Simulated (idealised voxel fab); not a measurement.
Module name: voxel self aligned contacts (process module)
Shown is cross-section cut, with a width of 200 nm and square cells of size 5 nm.
Format of a cross-section: grid, square cells. Given as bands. Order: top down. Band: one or more rows of cells. Band entry format. Leading values: height of top, height of bottom, nm. Remainder: materials in left-to-right order, each with its width in nm. Special words: "everywhere" on a single material, which then fills the band edge to edge; "blank", empty space. The reference from which all heights are counted is 0, the level beneath which the as-received wafer is entirely one material; the lowest band, having no lower bound, proceeds downward and is written after the example "from 0 down". Graded width ("30->40"): value in top row of band = first number; value in bottom row = second number; row-to-row change constant. The cross-section has no changed cell in any step marked "remained the same". "Sealed-off cavities" - sealed voids, min. 8 cells, no opening to top; format: width x height at distance (distance from left edge; nm throughout). Formally, on a step line, whatever follows the settings is a remark that the simulator itself makes on the step. You can add "overlay nm" to a step's line. For a step with a mask, it describes how far the mask lay to the right of its planned position, and a negative number describes a lay to the left.
List of planned process steps:
| 1 | RECEIVE (material Si) |
| 2 | CONFORMAL_DEP (material SiO2; thk nm 5) |
| 3 | DIRECTIONAL_DEP (material polySi; thk nm 30) |
| 4 | DIRECTIONAL_DEP (material SiN; thk nm 20) |
| 5 | DIRECTIONAL_DEP (material aC; thk nm 15) |
| 6 | PATTERN (tone cover; mask id GATE; material resist; width nm 35; pitch nm 60; thk nm 35; overlay nm -5) |
| 7 | DIRECTIONAL_ETCH (etch materials aC; depth nm 15) |
| 8 | STRIP (etch materials resist) |
| 9 | DIRECTIONAL_ETCH (etch materials SiN; depth nm 20) |
| 10 | DIRECTIONAL_ETCH (etch materials polySi; depth nm 30) |
| 11 | STRIP (etch materials aC) |
| 12 | CONFORMAL_DEP (material SiN; thk nm 5) |
| 13 | DIRECTIONAL_ETCH (etch materials SiN; depth nm 5) |
| 14 | FILL_DEP (material SiO2; thk nm 15) |
| 15 | CMP (height nm 60) |
| 16 | MASKED_ETCH (tone open; mask id CONTACT; width nm 45; pitch nm 60; etch materials SiO2; depth nm 60; overlay nm 0) |
| 17 | CONFORMAL_DEP (material TiN; thk nm 5) |
| 18 | FILL_DEP (material Ru; thk nm 10) |
| 19 | CMP (height nm 60) |
| 20 | CONFORMAL_DEP (material SiCN; thk nm 5) |
It is noted that the wafers described herein are identical at the outset and are distinguished by the overlay nm of step 6; the value stated in the plan corresponds to the first wafer.
As-received state after step 1, first of several wafers, cross-section:
- from 0 down = Si everywhere
- Sealed-off cavities: none
The table below has one row for each wafer; a row shows, as of the end of the module, how many cells of each material the wafer has gained, marked (+), or lost, marked (-), since it was received, and then the wafer's closed voids:
overlay nm -5, +22 Ru, +40 SiCN, +144 SiN, +126 SiO2, +62 TiN, +126 polySi, Sealed-off cavities: none
overlay nm 0, +22 Ru, +40 SiCN, +144 SiN, +126 SiO2, +62 TiN, +126 polySi, Sealed-off cavities: none
overlay nm 5, +22 Ru, +40 SiCN, +144 SiN, +126 SiO2, +62 TiN, +126 polySi, Sealed-off cavities: none
overlay nm 10, +22 Ru, +40 SiCN, +144 SiN, +126 SiO2, +62 TiN, +126 polySi, Sealed-off cavities: none
